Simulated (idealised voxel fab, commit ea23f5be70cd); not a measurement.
The document below concerns the process module designated voxel ribs on slabs.
We display cut, a cross-section 295 nm in width whose square cells are each 5 nm.
The cross-sections in this document take the form of a grid made of square cells. They are written out as bands, in order from top to bottom. Each band consists of one or more rows of cells.
Band entry format. Leading values: height of top, height of bottom, nm. Remainder: materials in left-to-right order, each with its width in nm. Special words: "edge to edge" on a single material, which then fills the band edge to edge; "empty", empty space.
The level at which height equals 0 is the one under which the wafer, as it arrives, is entirely one material. No lower edge exists for the bottom band, which continues downward and is notated as in "0..down".
It should be noted that a width expressed as "30 to 40" varies in equal increments from row to row of cells within the band, taking the value of the first number at the top row and that of the second number at the bottom row.
"all unchanged" after a step means that no cell of the cross-section changed.
The label "Sealed-off cavities" introduces a list of the empty spaces, 8 cells or larger, that have no open way up to the top; each entry in it reads width x height at distance, where the distance is taken from the left edge and all three are stated in nm.
Formally, on a step line, whatever follows the settings is a remark that the simulator itself makes on the step.
"overlay nm" on a masked step: distance the mask lay right of its planned place, negative for left.
Listed below are the process steps as planned:
| 1 | RECEIVE [material Si] |
| 2 | DIRECTIONAL_DEP [material SiO2] [thk nm 20] |
| 3 | DIRECTIONAL_DEP [material SiN] [thk nm 25] |
| 4 | MASKED_ETCH [tone cover] [mask id RIB] [width nm 30] [etch materials SiN] [depth nm 5] [overlay nm 0] |
| 5 | PATTERN [tone cover] [mask id SLAB] [material resist] [width nm 60] [thk nm 20] [overlay nm 0] |
| 6 | DIRECTIONAL_ETCH [etch materials SiN] [depth nm 20] |
| 7 | STRIP [etch materials resist] |
| 8 | FILL_DEP [material SiO2] [thk nm 25] |
| 9 | CMP [height nm 65] |
| 10 | DIRECTIONAL_DEP [material W] [thk nm 5] |
| 11 | DIRECTIONAL_DEP [material aC] [thk nm 10] |
| 12 | PATTERN [tone cover] [mask id HEATER] [material resist] [width nm 40] [thk nm 30] [overlay nm 0] |
| 13 | DIRECTIONAL_ETCH [etch materials aC] [depth nm 10] |
| 14 | STRIP [etch materials resist] |
| 15 | DIRECTIONAL_ETCH [etch materials W] [depth nm 5] |
| 16 | STRIP [etch materials aC] |
| 17 | CONFORMAL_DEP [material SiO2] [thk nm 5] |
First wafer, two in total, run as planned:
Delivered wafer in cross-section: state after step 1:
	0..down: Si edge to edge
	Sealed-off cavities: none
The wafer, seen in cross-section, after step 2:
	20..0: SiO2 edge to edge
	For the remainder of the cross-section, below 0, there is no change.
The wafer, seen in cross-section, after step 3:
	45..20: SiN edge to edge
	For the remainder of the cross-section, below 20, there is no change.
The wafer, seen in cross-section, after step 4:
	45..40: empty 130 nm  SiN 30 nm  empty 135 nm
	For the remainder of the cross-section, below 40, there is no change.
The wafer, seen in cross-section, after step 5:
	65..45: empty 115 nm  resist 60 nm  empty 120 nm
	45..40: empty 115 nm  resist 15 nm  SiN 30 nm  resist 15 nm  empty 120 nm
	For the remainder of the cross-section, below 40, there is no change.
The wafer, seen in cross-section, after step 6:
	65..45: empty 115 nm  resist 60 nm  empty 120 nm
	45..40: empty 115 nm  resist 15 nm  SiN 30 nm  resist 15 nm  empty 120 nm
	40..20: empty 115 nm  SiN 60 nm  empty 120 nm
	For the remainder of the cross-section, below 20, there is no change.
The wafer, seen in cross-section, after step 7:
	45..40: empty 130 nm  SiN 30 nm  empty 135 nm
	For the remainder of the cross-section, below 40, there is no change.
The wafer, seen in cross-section, after step 8:
	70..45: SiO2 edge to edge
	45..40: SiO2 130 nm  SiN 30 nm  SiO2 135 nm
	40..20: SiO2 115 nm  SiN 60 nm  SiO2 120 nm
	For the remainder of the cross-section, below 20, there is no change.
The wafer, seen in cross-section, after step 9:
	65..45: SiO2 edge to edge
	For the remainder of the cross-section, below 45, there is no change.
The wafer, seen in cross-section, after step 10:
	70..65: W edge to edge
	For the remainder of the cross-section, below 65, there is no change.
The wafer, seen in cross-section, after step 11:
	80..70: aC edge to edge
	For the remainder of the cross-section, below 70, there is no change.
The wafer, seen in cross-section, after step 12:
	110..80: empty 125 nm  resist 40 nm  empty 130 nm
	For the remainder of the cross-section, below 80, there is no change.
The wafer, seen in cross-section, after step 13:
	100..80: empty 125 nm  resist 40 nm  empty 130 nm
	80..70: empty 125 nm  aC 40 nm  empty 130 nm
	For the remainder of the cross-section, below 70, there is no change.
The wafer, seen in cross-section, after step 14:
	80..70: empty 125 nm  aC 40 nm  empty 130 nm
	For the remainder of the cross-section, below 70, there is no change.
The wafer, seen in cross-section, after step 15:
	80..70: empty 125 nm  aC 40 nm  empty 130 nm
	70..65: empty 125 nm  W 40 nm  empty 130 nm
	For the remainder of the cross-section, below 65, there is no change.
The wafer, seen in cross-section, after step 16:
	70..65: empty 125 nm  W 40 nm  empty 130 nm
	For the remainder of the cross-section, below 65, there is no change.
The wafer, seen in cross-section, after step 17:
	75..70: empty 120 nm  SiO2 50 nm  empty 125 nm
	70..65: SiO2 125 nm  W 40 nm  SiO2 130 nm
	For the remainder of the cross-section, below 65, there is no change.
Second Wafer (Identical Start and Plan, One Processing Error; Matches First Wafer Through Step 11):
Look at the second wafer in cross-section at the time step 12 ought to have finished:
	110..80: empty 120 nm  resist 40 nm  empty 135 nm
	For the remainder of the cross-section, below 80, there is no change.
Look at the second wafer in cross-section at the time step 13 ought to have finished:
	100..80: empty 120 nm  resist 40 nm  empty 135 nm
	80..70: empty 120 nm  aC 40 nm  empty 135 nm
	For the remainder of the cross-section, below 70, there is no change.
Look at the second wafer in cross-section at the time step 14 ought to have finished:
	80..70: empty 120 nm  aC 40 nm  empty 135 nm
	For the remainder of the cross-section, below 70, there is no change.
Look at the second wafer in cross-section at the time step 15 ought to have finished:
	80..70: empty 120 nm  aC 40 nm  empty 135 nm
	70..65: empty 120 nm  W 40 nm  empty 135 nm
	For the remainder of the cross-section, below 65, there is no change.
Look at the second wafer in cross-section at the time step 16 ought to have finished:
	70..65: empty 120 nm  W 40 nm  empty 135 nm
	For the remainder of the cross-section, below 65, there is no change.
Look at the second wafer in cross-section at the time step 17 ought to have finished:
	75..70: empty 115 nm  SiO2 50 nm  empty 130 nm
	70..65: SiO2 120 nm  W 40 nm  SiO2 135 nm
	For the remainder of the cross-section, below 65, there is no change.
What was done differently from what was planned? step 12 did not use the planned setting and instead ran as PATTERN [tone cover] [mask id HEATER] [material resist] [width nm 40] [thk nm 30] [overlay nm -5]
Upon completion, the cell count for each material on the second wafer equals that on the first, whereas the spatial distribution of those cells differs.
